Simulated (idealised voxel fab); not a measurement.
The document below concerns the process module designated voxel gate over fins.
It is cross-section cut that appears here, measuring 180 nm in width, its square cells being 5 nm in size.
Notation: cross-section as square-cell grid; stated in bands, top first, going down; one or more cell rows per band. The entry gives the band's vertical extent as a top height and a bottom height in nm, then its horizontal make-up as materials from left to right, each with a width in nm. "air" stands for empty space; a single material marked "all across" fills the band edge to edge. Height reference: 0 = level under which incoming wafer is all one material. Lowest band: no bottom, runs on downward, e.g. "0 nm and below". When a width is written as two numbers, as in "30..40", the first number is the width in the top row of cells of the band and the second is the width in its bottom row, and the width changes by the same amount from each row to the next. Any step labelled "no alterations made" changed none of the cells in the cross-section. Entry "Closed void entries" = empty spaces >= 8 cells with no open way to the top; each as width x height at distance, distance from left edge, all nm. Formally, on a step line, whatever follows the settings is a remark that the simulator itself makes on the step. Each step line may optionally specify "overlay nm", which for a step with a mask gives the rightward distance between the mask's planned place and where it lay, a negative value indicating the leftward direction.
Process steps foreseen in the plan
1. op RECEIVE | material Si
2. op CONFORMAL_DEP | material SiN | thk nm 10
3. op PATTERN | tone cover | mask id FINS | material resist | width nm 15 | pitch nm 35 | thk nm 20 | overlay nm 0
4. op DIRECTIONAL_ETCH | etch materials SiN | depth nm 10
5. op DIRECTIONAL_ETCH | etch materials Si | depth nm 35
6. op STRIP | etch materials resist
7. op OXIDIZE | depth nm 5
8. op FILL_DEP | material SiO2 | thk nm 5
9. op CMP | height nm 10
10. op SELECTIVE_ETCH | etch materials SiO2 | depth nm 25
11. op STRIP | etch materials SiN
12. op CONFORMAL_DEP | material HfO2 | thk nm 5
13. op CONFORMAL_DEP | material TiN | thk nm 5
14. op FILL_DEP | material W | thk nm 10
15. op CMP | height nm 15
16. op CONFORMAL_DEP | material SiN | thk nm 5
As received (post step 1): cross-section
  0 nm and below = Si all across
  Closed void entries: none
Cross-section: first of two wafers, module finished, run according to plan
  20 nm to 15 nm = SiN all across
  15 nm to 10 nm = W all across
  10 nm to 5 nm = 25 W, 25 TiN, 10 W, 25 TiN, 10 W, 25 TiN, 10 W, 25 TiN, 25 W
  5 nm to 0 nm = 25 W, 5 TiN, 15 HfO2, 5 TiN, 10 W, 5 TiN, 15 HfO2, 5 TiN, 10 W, 5 TiN, 15 HfO2, 5 TiN, 10 W, 5 TiN, 15 HfO2, 5 TiN, 25 W
  0 nm to -5 nm = 25 W, 5 TiN, 5 HfO2, 5 Si, 5 HfO2, 5 TiN, 10 W, 5 TiN, 5 HfO2, 5 Si, 5 HfO2, 5 TiN, 10 W, 5 TiN, 5 HfO2, 5 Si, 5 HfO2, 5 TiN, 10 W, 5 TiN, 5 HfO2, 5 Si, 5 HfO2, 5 TiN, 25 W
  -5 nm to -10 nm = 30 TiN, 5 HfO2, 5 Si, 5 HfO2, 20 TiN, 5 HfO2, 5 Si, 5 HfO2, 20 TiN, 5 HfO2, 5 Si, 5 HfO2, 20 TiN, 5 HfO2, 5 Si, 5 HfO2, 30 TiN
  -10 nm to -15 nm = 35 HfO2, 5 Si, 30 HfO2, 5 Si, 30 HfO2, 5 Si, 30 HfO2, 5 Si, 35 HfO2
  -15 nm to -40 nm = 35 SiO2, 5 Si, 30 SiO2, 5 Si, 30 SiO2, 5 Si, 30 SiO2, 5 Si, 35 SiO2
  -40 nm and below = Si all across
  Closed void entries: none
The second wafer, shown in cross-section after the module: started the same way as the first and given the same plan, yet one mistake crept into how it was run
  20 nm to 15 nm = SiN all across
  15 nm to 10 nm = W all across
  10 nm to 5 nm = 35 TiN, 5 W, 30 TiN, 5 W, 30 TiN, 5 W, 30 TiN, 5 W, 35 TiN
  5 nm to 0 nm = 30 HfO2, 5 TiN, 5 W, 5 TiN, 20 HfO2, 5 TiN, 5 W, 5 TiN, 20 HfO2, 5 TiN, 5 W, 5 TiN, 20 HfO2, 5 TiN, 5 W, 5 TiN, 30 HfO2
  0 nm to -5 nm = 25 Si, 5 HfO2, 5 TiN, 5 W, 5 TiN, 5 HfO2, 10 Si, 5 HfO2, 5 TiN, 5 W, 5 TiN, 5 HfO2, 10 Si, 5 HfO2, 5 TiN, 5 W, 5 TiN, 5 HfO2, 10 Si, 5 HfO2, 5 TiN, 5 W, 5 TiN, 5 HfO2, 25 Si
  -5 nm to -10 nm = 25 Si, 5 HfO2, 15 TiN, 5 HfO2, 10 Si, 5 HfO2, 15 TiN, 5 HfO2, 10 Si, 5 HfO2, 15 TiN, 5 HfO2, 10 Si, 5 HfO2, 15 TiN, 5 HfO2, 25 Si
  -10 nm to -15 nm = 25 Si, 25 HfO2, 10 Si, 25 HfO2, 10 Si, 25 HfO2, 10 Si, 25 HfO2, 25 Si
  -15 nm to -40 nm = 25 Si, 25 SiO2, 10 Si, 25 SiO2, 10 Si, 25 SiO2, 10 Si, 25 SiO2, 25 Si
  -40 nm and below = Si all across
  Closed void entries: none
Here's what went sideways: not per plan at step 3, really ran op PATTERN | tone open | mask id FINS | material resist | width nm 15 | pitch nm 35 | thk nm 20 | overlay nm 0
Per the end-of-run cell counts, the second wafer holds more or fewer of some materials than the first: +96 Si; -60 SiO2; -36 W
